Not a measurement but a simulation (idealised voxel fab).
process module | voxel gate over fins
cross-section cut | 240 nm wide | cells 5 nm
A cross-section is a grid of square cells, given in bands from the top down. A band is one or more rows of cells.
Each band's line starts with the height of the band's top and of its bottom, in nm. Then come its materials from left to right, each with its width in nm. One material with "throughout" fills the band from edge to edge. "air" is empty space.
Height 0 is the level under which the wafer as received is all one material. The lowest band goes on downwards, as in "0 down".
A width such as "30 to 40" changes by the same amount from each row of cells to the next, from the band's top row to its bottom row.
"no change" after a step means that no cell of the cross-section changed.
closed voids: empty space of 8 cells or more with no open way to the top, each as width x height at its distance from the left edge, in nm
after a step's settings: what the simulator itself notes on the step
overlay nm, on a step with a mask: how far to the right of its planned place the mask lay; to the left if negative
plan
1 op RECEIVE | material Si
2 op CONFORMAL_DEP | material SiN | thk nm 5
3 op DIRECTIONAL_DEP | material aC | thk nm 10
4 op PATTERN | tone cover | mask id FINS | material resist | width nm 15 | pitch nm 40 | thk nm 30 | overlay nm 0
5 op DIRECTIONAL_ETCH | etch materials aC | depth nm 10
6 op STRIP | etch materials resist
7 op DIRECTIONAL_ETCH | etch materials SiN | depth nm 5
8 op DIRECTIONAL_ETCH | etch materials Si | depth nm 40
9 op STRIP | etch materials aC
10 op OXIDIZE | depth nm 5
11 op FILL_DEP | material SiO2 | thk nm 5
12 op CMP | height nm 5
13 op SELECTIVE_ETCH | etch materials SiO2 | depth nm 15
14 op STRIP | etch materials SiN
15 op CONFORMAL_DEP | material HfO2 | thk nm 5
16 op CONFORMAL_DEP | material TiN | thk nm 5
17 op FILL_DEP | material W | thk nm 15
18 op CMP | height nm 20
19 op CONFORMAL_DEP | material SiN | thk nm 10
first wafer, as planned
as received, after step 1
  0 down: Si throughout
  closed voids: none
after step 2
  5 to 0: SiN throughout
  below 0: unchanged
after step 3
  15 to 5: aC throughout
  below 5: unchanged
after step 4
  45 to 15: air 70 | resist 15 | air 25 | resist 15 | air 25 | resist 15 | air 75
  below 15: unchanged
after step 5
  35 to 15: air 70 | resist 15 | air 25 | resist 15 | air 25 | resist 15 | air 75
  15 to 5: air 70 | aC 15 | air 25 | aC 15 | air 25 | aC 15 | air 75
  below 5: unchanged
after step 6
  15 to 5: air 70 | aC 15 | air 25 | aC 15 | air 25 | aC 15 | air 75
  below 5: unchanged
after step 7
  15 to 5: air 70 | aC 15 | air 25 | aC 15 | air 25 | aC 15 | air 75
  5 to 0: air 70 | SiN 15 | air 25 | SiN 15 | air 25 | SiN 15 | air 75
  below 0: unchanged
after step 8
  15 to 5: air 70 | aC 15 | air 25 | aC 15 | air 25 | aC 15 | air 75
  5 to 0: air 70 | SiN 15 | air 25 | SiN 15 | air 25 | SiN 15 | air 75
  0 to -40: air 70 | Si 15 | air 25 | Si 15 | air 25 | Si 15 | air 75
  below -40: unchanged
after step 9
  5 to 0: air 70 | SiN 15 | air 25 | SiN 15 | air 25 | SiN 15 | air 75
  below 0: unchanged
after step 10
  5 to 0: air 70 | SiN 15 | air 25 | SiN 15 | air 25 | SiN 15 | air 75
  0 to -40: air 70 | SiO2 5 | Si 5 | SiO2 5 | air 25 | SiO2 5 | Si 5 | SiO2 5 | air 25 | SiO2 5 | Si 5 | SiO2 5 | air 75
  -40 to -45: SiO2 75 | Si 5 | SiO2 35 | Si 5 | SiO2 35 | Si 5 | SiO2 80
  below -45: unchanged
after step 11
  10 to 5: SiO2 throughout
  5 to 0: SiO2 70 | SiN 15 | SiO2 25 | SiN 15 | SiO2 25 | SiN 15 | SiO2 75
  0 to -45: SiO2 75 | Si 5 | SiO2 35 | Si 5 | SiO2 35 | Si 5 | SiO2 80
  below -45: unchanged
after step 12
  5 to 0: SiO2 70 | SiN 15 | SiO2 25 | SiN 15 | SiO2 25 | SiN 15 | SiO2 75
  below 0: unchanged
after step 13
  5 to 0: air 70 | SiN 15 | air 25 | SiN 15 | air 25 | SiN 15 | air 75
  0 to -10: air 75 | Si 5 | air 35 | Si 5 | air 35 | Si 5 | air 80
  below -10: unchanged
after step 14
  0 to -10: air 75 | Si 5 | air 35 | Si 5 | air 35 | Si 5 | air 80
  below -10: unchanged
after step 15
  5 to 0: air 70 | HfO2 15 | air 25 | HfO2 15 | air 25 | HfO2 15 | air 75
  0 to -5: air 70 | HfO2 5 | Si 5 | HfO2 5 | air 25 | HfO2 5 | Si 5 | HfO2 5 | air 25 | HfO2 5 | Si 5 | HfO2 5 | air 75
  -5 to -10: HfO2 75 | Si 5 | HfO2 35 | Si 5 | HfO2 35 | Si 5 | HfO2 80
  below -10: unchanged
after step 16
  10 to 5: air 65 | TiN 25 | air 15 | TiN 25 | air 15 | TiN 25 | air 70
  5 to 0: air 65 | TiN 5 | HfO2 15 | TiN 5 | air 15 | TiN 5 | HfO2 15 | TiN 5 | air 15 | TiN 5 | HfO2 15 | TiN 5 | air 70
  0 to -5: TiN 70 | HfO2 5 | Si 5 | HfO2 5 | TiN 25 | HfO2 5 | Si 5 | HfO2 5 | TiN 25 | HfO2 5 | Si 5 | HfO2 5 | TiN 75
  below -5: unchanged
after step 17
  25 to 10: W throughout
  10 to 5: W 65 | TiN 25 | W 15 | TiN 25 | W 15 | TiN 25 | W 70
  5 to 0: W 65 | TiN 5 | HfO2 15 | TiN 5 | W 15 | TiN 5 | HfO2 15 | TiN 5 | W 15 | TiN 5 | HfO2 15 | TiN 5 | W 70
  below 0: unchanged
after step 18
  20 to 10: W throughout
  below 10: unchanged
after step 19
  30 to 20: SiN throughout
  below 20: unchanged
second wafer: like start, like plan, one mistake. Through step 14 it matches the first wafer
when step 15 should have ended: no change
when step 16 should have ended
  5 to 0: air 70 | TiN 15 | air 25 | TiN 15 | air 25 | TiN 15 | air 75
  0 to -5: air 70 | TiN 5 | Si 5 | TiN 5 | air 25 | TiN 5 | Si 5 | TiN 5 | air 25 | TiN 5 | Si 5 | TiN 5 | air 75
  -5 to -10: TiN 75 | Si 5 | TiN 35 | Si 5 | TiN 35 | Si 5 | TiN 80
  below -10: unchanged
when step 17 should have ended
  20 to 5: W throughout
  5 to 0: W 70 | TiN 15 | W 25 | TiN 15 | W 25 | TiN 15 | W 75
  0 to -5: W 70 | TiN 5 | Si 5 | TiN 5 | W 25 | TiN 5 | Si 5 | TiN 5 | W 25 | TiN 5 | Si 5 | TiN 5 | W 75
  below -5: unchanged
when step 18 should have ended: no change
when step 19 should have ended
  30 to 20: SiN throughout
  below 20: unchanged
what went wrong: step 15 was left out
at the end the second wafer has, in cells: 60 fewer of HfO2 | 60 more of W
